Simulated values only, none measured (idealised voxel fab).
process module | voxel plated lines
cross-section cut | 240 nm wide | cells 5 nm
A cross-section is a grid of square cells, given in bands from the top down. A band is one or more rows of cells.
Each band's line starts with the height of the band's top and of its bottom, in nm. Then come its materials from left to right, each with its width in nm. One material with "throughout" fills the band from edge to edge. "air" is empty space.
Height 0 is the level under which the wafer as received is all one material. The lowest band goes on downwards, as in "0 down".
A width such as "30 to 40" changes by the same amount from each row of cells to the next, from the band's top row to its bottom row.
"no change" after a step means that no cell of the cross-section changed.
closed voids: empty space of 8 cells or more with no open way to the top, each as width x height at its distance from the left edge, in nm
after a step's settings: what the simulator itself notes on the step
overlay nm, on a step with a mask: how far to the right of its planned place the mask lay; to the left if negative
plan
1 op RECEIVE | material Si
2 op CONFORMAL_DEP | material Al2O3 | thk nm 5
3 op DIRECTIONAL_DEP | material TiN | thk nm 5
4 op PATTERN | tone open | mask id LINES | material resist | width nm 20 | pitch nm 50 | thk nm 40 | overlay nm 0
5 op EPI | material Ru | thk nm 10
6 op EPI | material Ru | thk nm 10
7 op EPI | material Ru | thk nm 5
8 op STRIP | etch materials resist
9 op DIRECTIONAL_ETCH | etch materials TiN | depth nm 5
10 op CONFORMAL_DEP | material SiO2 | thk nm 10
first wafer, as planned
as received, after step 1
  0 down: Si throughout
  closed voids: none
after step 2
  5 to 0: Al2O3 throughout
  below 0: unchanged
after step 3
  10 to 5: TiN throughout
  below 5: unchanged
after step 4
  50 to 10: resist 35 | air 20 | resist 30 | air 20 | resist 30 | air 20 | resist 30 | air 20 | resist 35
  below 10: unchanged
after step 5
  50 to 20: resist 35 | air 20 | resist 30 | air 20 | resist 30 | air 20 | resist 30 | air 20 | resist 35
  20 to 10: resist 35 | Ru 20 | resist 30 | Ru 20 | resist 30 | Ru 20 | resist 30 | Ru 20 | resist 35
  below 10: unchanged
after step 6
  50 to 30: resist 35 | air 20 | resist 30 | air 20 | resist 30 | air 20 | resist 30 | air 20 | resist 35
  30 to 10: resist 35 | Ru 20 | resist 30 | Ru 20 | resist 30 | Ru 20 | resist 30 | Ru 20 | resist 35
  below 10: unchanged
after step 7
  50 to 35: resist 35 | air 20 | resist 30 | air 20 | resist 30 | air 20 | resist 30 | air 20 | resist 35
  35 to 10: resist 35 | Ru 20 | resist 30 | Ru 20 | resist 30 | Ru 20 | resist 30 | Ru 20 | resist 35
  below 10: unchanged
after step 8
  35 to 10: air 35 | Ru 20 | air 30 | Ru 20 | air 30 | Ru 20 | air 30 | Ru 20 | air 35
  below 10: unchanged
after step 9
  35 to 10: air 35 | Ru 20 | air 30 | Ru 20 | air 30 | Ru 20 | air 30 | Ru 20 | air 35
  10 to 5: air 35 | TiN 20 | air 30 | TiN 20 | air 30 | TiN 20 | air 30 | TiN 20 | air 35
  below 5: unchanged
after step 10
  45 to 35: air 25 | SiO2 40 | air 10 | SiO2 40 | air 10 | SiO2 40 | air 10 | SiO2 40 | air 25
  35 to 15: air 25 | SiO2 10 | Ru 20 | SiO2 10 | air 10 | SiO2 10 | Ru 20 | SiO2 10 | air 10 | SiO2 10 | Ru 20 | SiO2 10 | air 10 | SiO2 10 | Ru 20 | SiO2 10 | air 25
  15 to 10: SiO2 35 | Ru 20 | SiO2 30 | Ru 20 | SiO2 30 | Ru 20 | SiO2 30 | Ru 20 | SiO2 35
  10 to 5: SiO2 35 | TiN 20 | SiO2 30 | TiN 20 | SiO2 30 | TiN 20 | SiO2 30 | TiN 20 | SiO2 35
  below 5: unchanged
second wafer: like start, like plan, one mistake. Through step 4 it matches the first wafer
when step 6 should have ended
  50 to 20: resist 35 | air 20 | resist 30 | air 20 | resist 30 | air 20 | resist 30 | air 20 | resist 35
  20 to 10: resist 35 | Ru 20 | resist 30 | Ru 20 | resist 30 | Ru 20 | resist 30 | Ru 20 | resist 35
  below 10: unchanged
when step 7 should have ended
  50 to 25: resist 35 | air 20 | resist 30 | air 20 | resist 30 | air 20 | resist 30 | air 20 | resist 35
  25 to 10: resist 35 | Ru 20 | resist 30 | Ru 20 | resist 30 | Ru 20 | resist 30 | Ru 20 | resist 35
  below 10: unchanged
when step 8 should have ended
  25 to 10: air 35 | Ru 20 | air 30 | Ru 20 | air 30 | Ru 20 | air 30 | Ru 20 | air 35
  below 10: unchanged
when step 9 should have ended
  25 to 10: air 35 | Ru 20 | air 30 | Ru 20 | air 30 | Ru 20 | air 30 | Ru 20 | air 35
  10 to 5: air 35 | TiN 20 | air 30 | TiN 20 | air 30 | TiN 20 | air 30 | TiN 20 | air 35
  below 5: unchanged
when step 10 should have ended
  35 to 25: air 25 | SiO2 40 | air 10 | SiO2 40 | air 10 | SiO2 40 | air 10 | SiO2 40 | air 25
  25 to 15: air 25 | SiO2 10 | Ru 20 | SiO2 10 | air 10 | SiO2 10 | Ru 20 | SiO2 10 | air 10 | SiO2 10 | Ru 20 | SiO2 10 | air 10 | SiO2 10 | Ru 20 | SiO2 10 | air 25
  15 to 10: SiO2 35 | Ru 20 | SiO2 30 | Ru 20 | SiO2 30 | Ru 20 | SiO2 30 | Ru 20 | SiO2 35
  10 to 5: SiO2 35 | TiN 20 | SiO2 30 | TiN 20 | SiO2 30 | TiN 20 | SiO2 30 | TiN 20 | SiO2 35
  below 5: unchanged
what went wrong: one of the steps 5 and 6, which are alike, was left out
at the end the second wafer has, in cells: 32 fewer of Ru | 32 fewer of SiO2
